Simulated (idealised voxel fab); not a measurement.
Process module, titled voxel self aligned contacts
Section shown: cut. Width: 260 nm. Cell size: 5 nm, square.
How to read a cross-section here: the picture is a grid of square cells, written as bands going from the top down, and any band can span one or more rows of cells. Quick guide to a band line: top height, bottom height (nm) up front; then every material left to right with its width in nm. Only one material and it's marked "full width"? Then it fills the band edge to edge. And "air" just means empty space. Height 0 is the level under which the wafer as received is all one material. The lowest band goes on downwards, as in "0 and below". Note: "30..40" means the width goes from the first number (top row of the band) to the second number (bottom row) in equal steps per row of cells. Given "remained the same" for a step, no cell of the cross-section differs between before and after that step. Entry "closed voids" = empty spaces >= 8 cells with no open way to the top; each as width x height at distance, distance from left edge, all nm. Post-settings text on a step line: simulator's own remark regarding the step. "overlay nm", when on a step's line for a step with a mask, measures how far to the right of its planned place the mask lay; a negative measure means to the left.
## Steps planned for the process
1: RECEIVE, material Si
2: OXIDIZE, depth nm 5
3: DIRECTIONAL_DEP, material polySi, thk nm 20
4: DIRECTIONAL_DEP, material SiN, thk nm 20
5: DIRECTIONAL_DEP, material aC, thk nm 15
6: PATTERN, tone cover, mask id GATE, material resist, width nm 25, pitch nm 50, thk nm 30, overlay nm 0
7: DIRECTIONAL_ETCH, etch materials aC, depth nm 15
8: STRIP, etch materials resist
9: DIRECTIONAL_ETCH, etch materials SiN, depth nm 20
10: DIRECTIONAL_ETCH, etch materials polySi, depth nm 20
11: STRIP, etch materials aC
12: CONFORMAL_DEP, material SiN, thk nm 5
13: DIRECTIONAL_ETCH, etch materials SiN, depth nm 5
14: FILL_DEP, material SiO2, thk nm 15
15: CMP, height nm 45
16: DIRECTIONAL_DEP, material aC, thk nm 15
17: PATTERN, tone open, mask id CONTACT, material resist, width nm 35, thk nm 30, overlay nm 0
18: DIRECTIONAL_ETCH, etch materials aC, depth nm 15
19: STRIP, etch materials resist
20: DIRECTIONAL_ETCH, etch materials SiO2, depth nm 50
21: STRIP, etch materials aC
22: CONFORMAL_DEP, material TiN, thk nm 5
23: FILL_DEP, material W, thk nm 5
24: CMP, height nm 45
25: CONFORMAL_DEP, material SiN, thk nm 5
## Wafer as received: cross-section following step 1
* 0 and below: Si full width
* closed voids: none
## Cross-section, end of module. Start: as above. Plan: as above. Execution: one mistake
* 50 down to 45: SiN full width
* 45 down to 40: SiO2 110 nm, then TiN 15 nm, then W 5 nm, then TiN 15 nm, then SiO2 115 nm
* 40 down to 20: SiO2 85 nm, then SiN 35 nm, then TiN 5 nm, then W 5 nm, then TiN 5 nm, then SiN 35 nm, then SiO2 90 nm
* 20 down to 10: SiO2 85 nm, then SiN 5 nm, then polySi 25 nm, then SiN 5 nm, then TiN 5 nm, then W 5 nm, then TiN 5 nm, then SiN 5 nm, then polySi 25 nm, then SiN 5 nm, then SiO2 90 nm
* 10 down to 5: SiO2 85 nm, then SiN 5 nm, then polySi 25 nm, then SiN 5 nm, then TiN 15 nm, then SiN 5 nm, then polySi 25 nm, then SiN 5 nm, then SiO2 90 nm
* 5 down to 0: SiN 90 nm, then polySi 25 nm, then SiN 25 nm, then polySi 25 nm, then SiN 95 nm
* 0 down to -5: SiO2 full width
* -5 and below: Si full width
* closed voids: none
What was done differently from what was planned? plan steps 12 and 13 run swapped
